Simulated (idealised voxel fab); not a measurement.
process module | voxel released beams
cross-section cut | 225 nm wide | cells 5 nm
A cross-section is a grid of square cells, given in bands from the top down. A band is one or more rows of cells.
Each band's line starts with the height of the band's top and of its bottom, in nm. Then come its materials from left to right, each with its width in nm. One material with "throughout" fills the band from edge to edge. "air" is empty space.
Height 0 is the level under which the wafer as received is all one material. The lowest band goes on downwards, as in "0 down".
A width such as "30 to 40" changes by the same amount from each row of cells to the next, from the band's top row to its bottom row.
"no change" after a step means that no cell of the cross-section changed.
closed voids: empty space of 8 cells or more with no open way to the top, each as width x height at its distance from the left edge, in nm
after a step's settings: what the simulator itself notes on the step
overlay nm, on a step with a mask: how far to the right of its planned place the mask lay; to the left if negative
plan
1 op RECEIVE | material Si
2 op CONFORMAL_DEP | material Al2O3 | thk nm 5
3 op DIRECTIONAL_DEP | material SiO2 | thk nm 15
4 op MASKED_ETCH | tone open | mask id ANCHOR | width nm 35 | etch materials SiO2 | depth nm 15 | overlay nm 0
5 op CONFORMAL_DEP | material SiN | thk nm 10
6 op MASKED_ETCH | tone cover | mask id BEAM | width nm 100 | etch materials SiN | depth nm 10 | overlay nm 0
7 op STRIP | etch materials SiO2
as received, after step 1
  0 down: Si throughout
  closed voids: none
a wafer at the end: this start, this plan, one mistake
  30 to 20: air 60 | SiN 20 | air 5 | SiN 75 | air 65
  20 to 15: air 70 | SiN 10 | air 5 | SiN 10 | air 130
  15 to 5: air 70 | SiN 25 | air 130
  5 to 0: Al2O3 throughout
  0 down: Si throughout
  closed voids: none
what went wrong: step 4 ran as: op MASKED_ETCH | tone open | mask id ANCHOR | width nm 25 | etch materials SiO2 | depth nm 15 | overlay nm 0
